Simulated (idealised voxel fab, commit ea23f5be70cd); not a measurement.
The following process module bears the name voxel wiring stack.
Square cells of 5 nm make up the cross-section cut, whose width is 245 nm.
If you're reading a cross-section in this doc, picture square cells in a grid; it comes to you as bands, top ones listed first down to the bottom, and a band can be one or more rows of cells.
It is stipulated that each band's entry specify, in nanometres, the height of the top of the band and then that of its bottom, followed by the materials of the band in left-to-right sequence, each together with its width in nanometres. A single material marked by the word "all across" is understood to fill the band from edge to edge; the word "empty" is understood to denote empty space.
Where do heights start? At 0: under that level the wafer as delivered is made of one material only. And the lowest band has no floor; it just carries on downward, as in "0 -> down".
Per-row width for "30 to 40": begins at first number (top row of band), ends at second number (bottom row), increment between rows held constant.
Step marked "no change"? Then no cell in the cross-section changed in it.
"Unvented internal voids": empty spaces of 8 cells or more with no open way to the top, each given as width x height at distance, distance from the left edge, all in nm.
Anything after a step's settings on that line? It's the simulator's own note about the step.
A step's line can hold "overlay nm"; with a mask on that step, the setting says how far right of the planned place the mask lay, while a negative setting says it lay to the left.

Here's what the planned process steps look like:
1) RECEIVE, material Si
2) CONFORMAL_DEP, material SiO2, thk nm 15
3) CONFORMAL_DEP, material SiN, thk nm 5
4) DIRECTIONAL_DEP, material SiO2, thk nm 20
5) PATTERN, tone open, mask id METAL_1, material resist, width nm 30, pitch nm 50, thk nm 15, overlay nm 0
6) DIRECTIONAL_ETCH, etch materials SiO2, depth nm 20
7) DIRECTIONAL_ETCH, etch materials SiN, depth nm 5
8) STRIP, etch materials resist
9) CONFORMAL_DEP, material TiN, thk nm 5
10) FILL_DEP, material W, thk nm 10
11) CMP, height nm 40
12) CONFORMAL_DEP, material SiCN, thk nm 5
13) DIRECTIONAL_DEP, material SiO2, thk nm 20
14) DIRECTIONAL_DEP, material aC, thk nm 15
15) PATTERN, tone open, mask id PLUG_1, material resist, width nm 15, pitch nm 50, thk nm 30, overlay nm 0
16) DIRECTIONAL_ETCH, etch materials aC, depth nm 15
17) STRIP, etch materials resist
18) DIRECTIONAL_ETCH, etch materials SiO2, depth nm 20
19) DIRECTIONAL_ETCH, etch materials SiCN, depth nm 5
20) STRIP, etch materials aC
21) CONFORMAL_DEP, material TiN, thk nm 5
22) FILL_DEP, material Cu, thk nm 5
23) CMP, height nm 65
24) DIRECTIONAL_DEP, material TiN, thk nm 5
25) DIRECTIONAL_DEP, material Ru, thk nm 15
26) MASKED_ETCH, tone cover, mask id METAL_2, width nm 30, pitch nm 50, etch materials Ru, depth nm 15, overlay nm 0
27) MASKED_ETCH, tone cover, mask id METAL_2, width nm 30, pitch nm 50, etch materials TiN, depth nm 5, overlay nm 0
28) FILL_DEP, material SiO2, thk nm 10
29) CMP, height nm 85
30) CONFORMAL_DEP, material SiCN, thk nm 5
31) DIRECTIONAL_DEP, material lowk, thk nm 10
32) MASKED_ETCH, tone open, mask id PLUG_2, width nm 15, pitch nm 50, etch materials lowk, depth nm 10, overlay nm 0
33) MASKED_ETCH, tone open, mask id PLUG_2, width nm 15, pitch nm 50, etch materials SiCN, depth nm 5, overlay nm 0
34) EPI, material Ru, thk nm 10
35) EPI, material Ru, thk nm 5
36) DIRECTIONAL_DEP, material TiN, thk nm 5
37) DIRECTIONAL_DEP, material W, thk nm 20
38) PATTERN, tone cover, mask id METAL_3, material resist, width nm 30, pitch nm 50, thk nm 15, overlay nm 0
39) DIRECTIONAL_ETCH, etch materials W, depth nm 20
40) DIRECTIONAL_ETCH, etch materials TiN, depth nm 5
41) STRIP, etch materials resist
42) CONFORMAL_DEP, material SiCN, thk nm 5
43) FILL_DEP, material SiO2, thk nm 5
44) CMP, height nm 125
45) CONFORMAL_DEP, material SiN, thk nm 5

Received-state cross-section, reflecting completion of step 1:
> 0 -> down  Si all across
> Unvented internal voids: none

Final wafer profile in cross-section after the module, from the same start and plan as above, with one mistake made during processing:
> 130 -> 125  SiN all across
> 125 -> 105  SiO2: 50 / SiCN: 5 / W: 30 / SiCN: 5 / SiO2: 10 / SiCN: 5 / W: 30 / SiCN: 5 / SiO2: 10 / SiCN: 5 / W: 30 / SiCN: 5 / SiO2: 55
> 105 -> 100  SiCN: 55 / TiN: 30 / SiCN: 20 / TiN: 30 / SiCN: 20 / TiN: 30 / SiCN: 60
> 100 -> 90  lowk: 55 / Ru: 15 / lowk: 35 / Ru: 15 / lowk: 35 / Ru: 15 / lowk: 75
> 90 -> 85  SiCN: 55 / Ru: 15 / SiCN: 35 / Ru: 15 / SiCN: 35 / Ru: 15 / SiCN: 75
> 85 -> 70  SiO2: 55 / Ru: 30 / SiO2: 20 / Ru: 30 / SiO2: 20 / Ru: 30 / SiO2: 60
> 70 -> 65  SiO2: 55 / TiN: 30 / SiO2: 20 / TiN: 30 / SiO2: 20 / TiN: 30 / SiO2: 60
> 65 -> 45  SiO2: 55 / TiN: 5 / Cu: 5 / TiN: 5 / SiO2: 35 / TiN: 5 / Cu: 5 / TiN: 5 / SiO2: 35 / TiN: 5 / Cu: 5 / TiN: 5 / SiO2: 75
> 45 -> 40  SiCN: 55 / TiN: 15 / SiCN: 35 / TiN: 15 / SiCN: 35 / TiN: 15 / SiCN: 75
> 40 -> 35  TiN: 60 / W: 20 / TiN: 30 / W: 20 / TiN: 30 / W: 20 / TiN: 65
> 35 -> 20  SiO2: 55 / TiN: 5 / W: 20 / TiN: 5 / SiO2: 20 / TiN: 5 / W: 20 / TiN: 5 / SiO2: 20 / TiN: 5 / W: 20 / TiN: 5 / SiO2: 60
> 20 -> 15  SiO2: 55 / TiN: 30 / SiO2: 20 / TiN: 30 / SiO2: 20 / TiN: 30 / SiO2: 60
> 15 -> 0  SiO2 all across
> 0 -> down  Si all across
> Unvented internal voids: none
Where did the run depart from the plan? step 3 of the plan did not run at all; it was left out
